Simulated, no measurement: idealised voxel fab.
Name of the process module below: voxel gate over fins
Cross-sectional view cut (width: 225 nm; square cell size: 5 nm).
Cross-section format: a grid of square cells, given as bands from top to bottom; each band is one or more rows of cells.
Each band's line starts with the height of the band's top and of its bottom, in nm. Then come its materials from left to right, each with its width in nm. One material with "full width" fills the band from edge to edge. "blank" is empty space.
For the purposes of this specification, 0 denotes the height below which the wafer in its as-received condition is composed wholly of one material, and the lowermost band, lacking a lower limit, extends downward without end, as expressed in "from 0 down".
Read "30->40" as a graded width: first number on top, second number at the bottom, same change between each pair of neighbouring rows.
"everything unchanged" for a step: no cell of the cross-section changed in that step.
Enclosed voids (no open way to top), threshold 8 cells or more, entry "Enclosed void listing", notation width x height at distance, distance from left edge, nm.
after a step's settings: what the simulator itself notes on the step
Among the settings permitted on a step's line is "overlay nm"; applied to a step with a mask, it specifies the extent to which the mask lay to the right of its planned position, whereas a negative figure signifies a position to the left.
## Planned process steps
1. op RECEIVE | material Si
2. op CONFORMAL_DEP | material SiN | thk nm 5
3. op DIRECTIONAL_DEP | material aC | thk nm 15
4. op PATTERN | tone cover | mask id FINS | material resist | width nm 15 | pitch nm 40 | thk nm 35 | overlay nm -15
5. op DIRECTIONAL_ETCH | etch materials aC | depth nm 15
6. op STRIP | etch materials resist
7. op DIRECTIONAL_ETCH | etch materials SiN | depth nm 5
8. op DIRECTIONAL_ETCH | etch materials Si | depth nm 35
9. op STRIP | etch materials aC
10. op OXIDIZE | depth nm 5
11. op FILL_DEP | material SiO2 | thk nm 15
12. op CMP | height nm 5
13. op SELECTIVE_ETCH | etch materials SiO2 | depth nm 15
14. op STRIP | etch materials SiN
15. op CONFORMAL_DEP | material HfO2 | thk nm 5
16. op CONFORMAL_DEP | material TiN | thk nm 5
17. op CONFORMAL_DEP | material TiAl | thk nm 5
18. op CONFORMAL_DEP | material TiN | thk nm 5
19. op FILL_DEP | material W | thk nm 10
20. op CMP | height nm 25
21. op CONFORMAL_DEP | material SiCN | thk nm 5
It is noted that the wafers described herein are identical at the outset and are distinguished by the overlay nm of step 4; the value stated in the plan corresponds to the first wafer.
## Step 1 complete: as-received cross-section of the first of several wafers
	from 0 down  Si full width
	Enclosed void listing: none
## each wafer at the end: cells of each material gained (+) or lost (-) since it was received, then its closed voids
overlay nm -15; +61 HfO2; -328 Si; +45 SiCN; +246 SiO2; +61 TiAl; +116 TiN; +69 W; Enclosed void listing: none
overlay nm -10; +61 HfO2; -328 Si; +45 SiCN; +246 SiO2; +61 TiAl; +116 TiN; +69 W; Enclosed void listing: none
overlay nm -5; +61 HfO2; -328 Si; +45 SiCN; +246 SiO2; +61 TiAl; +116 TiN; +69 W; Enclosed void listing: none
overlay nm 0; +61 HfO2; -328 Si; +45 SiCN; +246 SiO2; +61 TiAl; +116 TiN; +69 W; Enclosed void listing: none
overlay nm 5; +61 HfO2; -328 Si; +45 SiCN; +246 SiO2; +61 TiAl; +116 TiN; +69 W; Enclosed void listing: none
overlay nm 10; +61 HfO2; -328 Si; +45 SiCN; +246 SiO2; +61 TiAl; +116 TiN; +69 W; Enclosed void listing: none
overlay nm 15; +61 HfO2; -328 Si; +45 SiCN; +246 SiO2; +61 TiAl; +116 TiN; +69 W; Enclosed void listing: none
